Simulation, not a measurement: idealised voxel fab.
process module | voxel spacer lines
cross-section cut | 295 nm wide | cells 5 nm
A cross-section is a grid of square cells, given in bands from the top down. A band is one or more rows of cells.
Each band's line starts with the height of the band's top and of its bottom, in nm. Then come its materials from left to right, each with its width in nm. One material with "throughout" fills the band from edge to edge. "air" is empty space.
Height 0 is the level under which the wafer as received is all one material. The lowest band goes on downwards, as in "0 down".
A width such as "30 to 40" changes by the same amount from each row of cells to the next, from the band's top row to its bottom row.
"no change" after a step means that no cell of the cross-section changed.
closed voids: empty space of 8 cells or more with no open way to the top, each as width x height at its distance from the left edge, in nm
after a step's settings: what the simulator itself notes on the step
overlay nm, on a step with a mask: how far to the right of its planned place the mask lay; to the left if negative
plan
1 op RECEIVE | material Si
2 op CONFORMAL_DEP | material Al2O3 | thk nm 10
3 op DIRECTIONAL_DEP | material TiN | thk nm 15
4 op DIRECTIONAL_DEP | material polySi | thk nm 30
5 op PATTERN | tone cover | mask id MANDREL | material resist | width nm 15 | pitch nm 50 | thk nm 35 | overlay nm 0
6 op DIRECTIONAL_ETCH | etch materials polySi | depth nm 30
7 op STRIP | etch materials resist
8 op CONFORMAL_DEP | material SiN | thk nm 10
9 op DIRECTIONAL_ETCH | etch materials SiN | depth nm 10
10 op STRIP | etch materials polySi
11 op DIRECTIONAL_ETCH | etch materials TiN | depth nm 15
12 op STRIP | etch materials SiN
13 op FILL_DEP | material SiO2 | thk nm 10
14 op CMP | height nm 25
as received, after step 1
  0 down: Si throughout
  closed voids: none
a wafer at the end: this start, this plan, one mistake
  25 to 10: Al2O3 105 | TiN 10 | Al2O3 15 | TiN 10 | Al2O3 15 | TiN 10 | Al2O3 15 | TiN 10 | Al2O3 105
  10 to 0: Al2O3 throughout
  0 down: Si throughout
  closed voids: none
what went wrong: step 13 ran as: op FILL_DEP | material Al2O3 | thk nm 10
